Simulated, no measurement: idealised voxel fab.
process module | voxel wiring stack
cross-section cut | 225 nm wide | cells 5 nm
A cross-section is a grid of square cells, given in bands from the top down. A band is one or more rows of cells.
Each band's line starts with the height of the band's top and of its bottom, in nm. Then come its materials from left to right, each with its width in nm. One material with "throughout" fills the band from edge to edge. "air" is empty space.
Height 0 is the level under which the wafer as received is all one material. The lowest band goes on downwards, as in "0 down".
A width such as "30 to 40" changes by the same amount from each row of cells to the next, from the band's top row to its bottom row.
"no change" after a step means that no cell of the cross-section changed.
closed voids: empty space of 8 cells or more with no open way to the top, each as width x height at its distance from the left edge, in nm
after a step's settings: what the simulator itself notes on the step
overlay nm, on a step with a mask: how far to the right of its planned place the mask lay; to the left if negative
plan
1 op RECEIVE | material Si
2 op CONFORMAL_DEP | material SiO2 | thk nm 15
3 op DIRECTIONAL_DEP | material TiN | thk nm 5
4 op DIRECTIONAL_DEP | material Ru | thk nm 25
5 op PATTERN | tone cover | mask id METAL_1 | material resist | width nm 25 | pitch nm 40 | thk nm 20 | overlay nm 0
6 op DIRECTIONAL_ETCH | etch materials Ru | depth nm 25
7 op DIRECTIONAL_ETCH | etch materials TiN | depth nm 5
8 op STRIP | etch materials resist
9 op FILL_DEP | material SiO2 | thk nm 5
10 op CMP | height nm 45
11 op CONFORMAL_DEP | material SiCN | thk nm 5
12 op DIRECTIONAL_DEP | material SiO2 | thk nm 30
13 op PATTERN | tone open | mask id METAL_2_HOLES | material resist | width nm 15 | pitch nm 40 | thk nm 15 | overlay nm 0
14 op DIRECTIONAL_ETCH | etch materials SiO2 | depth nm 30
15 op STRIP | etch materials resist
16 op DIRECTIONAL_DEP | material aC | thk nm 15
17 op PATTERN | tone open | mask id METAL_2 | material resist | width nm 25 | pitch nm 40 | thk nm 35 | overlay nm 0
18 op DIRECTIONAL_ETCH | etch materials aC | depth nm 15
19 op STRIP | etch materials resist
20 op DIRECTIONAL_ETCH | etch materials SiO2 | depth nm 20
21 op DIRECTIONAL_ETCH | etch materials SiCN | depth nm 5
22 op STRIP | etch materials aC
23 op CONFORMAL_DEP | material TiN | thk nm 5
24 op FILL_DEP | material Ru | thk nm 10
25 op CMP | height nm 80
26 op CONFORMAL_DEP | material SiCN | thk nm 5
27 op DIRECTIONAL_DEP | material SiO2 | thk nm 35
28 op MASKED_ETCH | tone open | mask id METAL_3_HOLES | width nm 15 | etch materials SiO2 | depth nm 35 | overlay nm 0
29 op DIRECTIONAL_DEP | material aC | thk nm 10
30 op PATTERN | tone open | mask id METAL_3 | material resist | width nm 25 | pitch nm 40 | thk nm 25 | overlay nm 0
31 op DIRECTIONAL_ETCH | etch materials aC | depth nm 10
32 op STRIP | etch materials resist
33 op DIRECTIONAL_ETCH | etch materials SiO2 | depth nm 20
34 op DIRECTIONAL_ETCH | etch materials SiCN | depth nm 5
35 op STRIP | etch materials aC
36 op CONFORMAL_DEP | material TiN | thk nm 5
37 op FILL_DEP | material Cu | thk nm 10
38 op CMP | height nm 120
39 op CONFORMAL_DEP | material SiCN | thk nm 5
40 op DIRECTIONAL_DEP | material SiO2 | thk nm 25
41 op PATTERN | tone open | mask id METAL_4_HOLES | material resist | width nm 15 | thk nm 15 | overlay nm 0
42 op DIRECTIONAL_ETCH | etch materials SiO2 | depth nm 25
43 op STRIP | etch materials resist
44 op MASKED_ETCH | tone open | mask id METAL_4 | width nm 25 | pitch nm 40 | etch materials SiO2 | depth nm 15 | overlay nm 0
45 op MASKED_ETCH | tone open | mask id METAL_4 | width nm 25 | pitch nm 40 | etch materials SiCN | depth nm 5 | overlay nm 0
46 op CONFORMAL_DEP | material TiN | thk nm 5
47 op FILL_DEP | material Ru | thk nm 10
48 op CMP | height nm 150
49 op CONFORMAL_DEP | material SiN | thk nm 5
as received, after step 1
  0 down: Si throughout
  closed voids: none
a wafer at the end: this start, this plan, one mistake
  155 to 150: SiN throughout
  150 to 140: SiO2 80 | TiN 5 | Ru 15 | TiN 5 | SiO2 15 | TiN 5 | Ru 15 | TiN 5 | SiO2 80
  140 to 135: SiO2 80 | TiN 5 | Ru 5 | TiN 15 | SiO2 15 | TiN 25 | SiO2 80
  135 to 125: SiO2 80 | TiN 5 | Ru 5 | TiN 5 | SiO2 130
  125 to 120: SiCN 80 | TiN 15 | SiCN 130
  120 to 105: SiO2 80 | TiN 5 | Cu 15 | TiN 5 | SiO2 20 | TiN 5 | Cu 10 | TiN 5 | SiO2 80
  105 to 100: SiO2 80 | TiN 5 | Cu 5 | TiN 15 | SiO2 20 | TiN 20 | SiO2 80
  100 to 90: SiO2 80 | TiN 5 | Cu 5 | TiN 5 | SiO2 130
  90 to 85: SiO2 80 | TiN 15 | SiO2 130
  85 to 80: SiCN 85 | TiN 10 | SiCN 130
  80 to 65: SiO2 80 | TiN 5 | Ru 15 | TiN 5 | SiO2 15 | TiN 5 | Ru 15 | TiN 5 | SiO2 80
  65 to 60: SiO2 80 | TiN 5 | Ru 5 | TiN 15 | SiO2 15 | TiN 5 | Ru 5 | TiN 15 | SiO2 80
  60 to 50: SiO2 80 | TiN 5 | Ru 5 | TiN 5 | SiO2 25 | TiN 5 | Ru 5 | TiN 5 | SiO2 90
  50 to 45: SiCN 80 | TiN 15 | SiCN 25 | TiN 15 | SiCN 90
  45 to 20: SiO2 80 | Ru 25 | SiO2 15 | Ru 25 | SiO2 80
  20 to 15: SiO2 80 | TiN 25 | SiO2 15 | TiN 25 | SiO2 80
  15 to 0: SiO2 throughout
  0 down: Si throughout
  closed voids: none
what went wrong: step 30 ran as: op PATTERN | tone open | mask id METAL_3 | material resist | width nm 20 | pitch nm 40 | thk nm 25 | overlay nm 0
